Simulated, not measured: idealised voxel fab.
Name of the process module below: voxel released beams
Shown is cross-section cut, with a width of 280 nm and square cells of size 5 nm.
Square cells in a grid make up a cross-section in this document, and the grid is given as bands, listed from the top down, each one or more rows of cells.
Band: top height; bottom height; in nm. Then, left to right: material with width in nm, for each material. "edge to edge": a single material spanning edge to edge. "air": empty space.
Note: height 0 marks the level under which the wafer is uniformly one material as received. Lowest band unbounded below, written "0..down".
Quick explanation for "30->40": the width changes in equal steps down the rows of cells, from the first number in the band's top row to the second number in its bottom row.
Any step labelled "no change occurred" changed none of the cells in the cross-section.
Under "Voids, enclosed" you'll find the enclosed gaps, the ones with no way out to the top, that are 8 cells or bigger; each reads width x height at distance, with distance counted from the left edge, everything in nm.
Formally, on a step line, whatever follows the settings is a remark that the simulator itself makes on the step.
"overlay nm" denotes, for a step that has a mask, the displacement of the mask to the right of its planned place, with negative values corresponding to the left.
-- Steps planned for the process
- 1: RECEIVE [material Si]
- 2: CONFORMAL_DEP [material SiN] [thk nm 10]
- 3: DIRECTIONAL_DEP [material SiO2] [thk nm 15]
- 4: DIRECTIONAL_DEP [material aC] [thk nm 10]
- 5: PATTERN [tone open] [mask id ANCHOR] [material resist] [width nm 35] [thk nm 30] [overlay nm 0]
- 6: DIRECTIONAL_ETCH [etch materials aC] [depth nm 10]
- 7: STRIP [etch materials resist]
- 8: DIRECTIONAL_ETCH [etch materials SiO2] [depth nm 15]
- 9: STRIP [etch materials aC]
- 10: CONFORMAL_DEP [material W] [thk nm 10]
- 11: MASKED_ETCH [tone cover] [mask id BEAM] [width nm 120] [etch materials W] [depth nm 10] [overlay nm 0]
- 12: STRIP [etch materials SiO2]
-- What follows covers the first of two wafers; it ran as planned
-- as received, after step 1
* 0..down | Si edge to edge
* Voids, enclosed: none
-- Sectional view: wafer, after step 2
* 10..0 | SiN edge to edge
* Heights below 0 show no change.
-- Sectional view: wafer, after step 3
* 25..10 | SiO2 edge to edge
* Heights below 10 show no change.
-- Sectional view: wafer, after step 4
* 35..25 | aC edge to edge
* Heights below 25 show no change.
-- Sectional view: wafer, after step 5
* 65..35 | 80 of resist  35 of air  165 of resist
* Heights below 35 show no change.
-- Sectional view: wafer, after step 6
* 55..35 | 80 of resist  35 of air  165 of resist
* 35..25 | 80 of aC  35 of air  165 of aC
* Heights below 25 show no change.
-- Sectional view: wafer, after step 7
* 35..25 | 80 of aC  35 of air  165 of aC
* Heights below 25 show no change.
-- Sectional view: wafer, after step 8
* 35..25 | 80 of aC  35 of air  165 of aC
* 25..10 | 80 of SiO2  35 of air  165 of SiO2
* Heights below 10 show no change.
-- Sectional view: wafer, after step 9
* 25..10 | 80 of SiO2  35 of air  165 of SiO2
* Heights below 10 show no change.
-- Sectional view: wafer, after step 10
* 35..25 | 90 of W  15 of air  175 of W
* 25..20 | 80 of SiO2  10 of W  15 of air  10 of W  165 of SiO2
* 20..10 | 80 of SiO2  35 of W  165 of SiO2
* Heights below 10 show no change.
-- Sectional view: wafer, after step 11
* 35..25 | 75 of air  15 of W  15 of air  90 of W  85 of air
* Heights below 25 show no change.
-- Sectional view: wafer, after step 12
* 35..25 | 75 of air  15 of W  15 of air  90 of W  85 of air
* 25..20 | 80 of air  10 of W  15 of air  10 of W  165 of air
* 20..10 | 80 of air  35 of W  165 of air
* Heights below 10 show no change.
-- Second of two: same start, same plan, one run error; steps up to and including 4 match the first
-- What the second wafer looks like in cross-section when step 5 should have wrapped up
* 65..35 | 85 of resist  35 of air  160 of resist
* Heights below 35 show no change.
-- What the second wafer looks like in cross-section when step 6 should have wrapped up
* 55..35 | 85 of resist  35 of air  160 of resist
* 35..25 | 85 of aC  35 of air  160 of aC
* Heights below 25 show no change.
-- What the second wafer looks like in cross-section when step 7 should have wrapped up
* 35..25 | 85 of aC  35 of air  160 of aC
* Heights below 25 show no change.
-- What the second wafer looks like in cross-section when step 8 should have wrapped up
* 35..25 | 85 of aC  35 of air  160 of aC
* 25..10 | 85 of SiO2  35 of air  160 of SiO2
* Heights below 10 show no change.
-- What the second wafer looks like in cross-section when step 9 should have wrapped up
* 25..10 | 85 of SiO2  35 of air  160 of SiO2
* Heights below 10 show no change.
-- What the second wafer looks like in cross-section when step 10 should have wrapped up
* 35..25 | 95 of W  15 of air  170 of W
* 25..20 | 85 of SiO2  10 of W  15 of air  10 of W  160 of SiO2
* 20..10 | 85 of SiO2  35 of W  160 of SiO2
* Heights below 10 show no change.
-- What the second wafer looks like in cross-section when step 11 should have wrapped up
* 35..25 | 75 of air  20 of W  15 of air  85 of W  85 of air
* Heights below 25 show no change.
-- What the second wafer looks like in cross-section when step 12 should have wrapped up
* 35..25 | 75 of air  20 of W  15 of air  85 of W  85 of air
* 25..20 | 85 of air  10 of W  15 of air  10 of W  160 of air
* 20..10 | 85 of air  35 of W  160 of air
* Heights below 10 show no change.
So what did we get wrong on this run? step 5, actual vs plan mismatch, actual run PATTERN [tone open] [mask id ANCHOR] [material resist] [width nm 35] [thk nm 30] [overlay nm 5]
The two final wafers agree on how many cells each material fills and disagree on which cells those are.
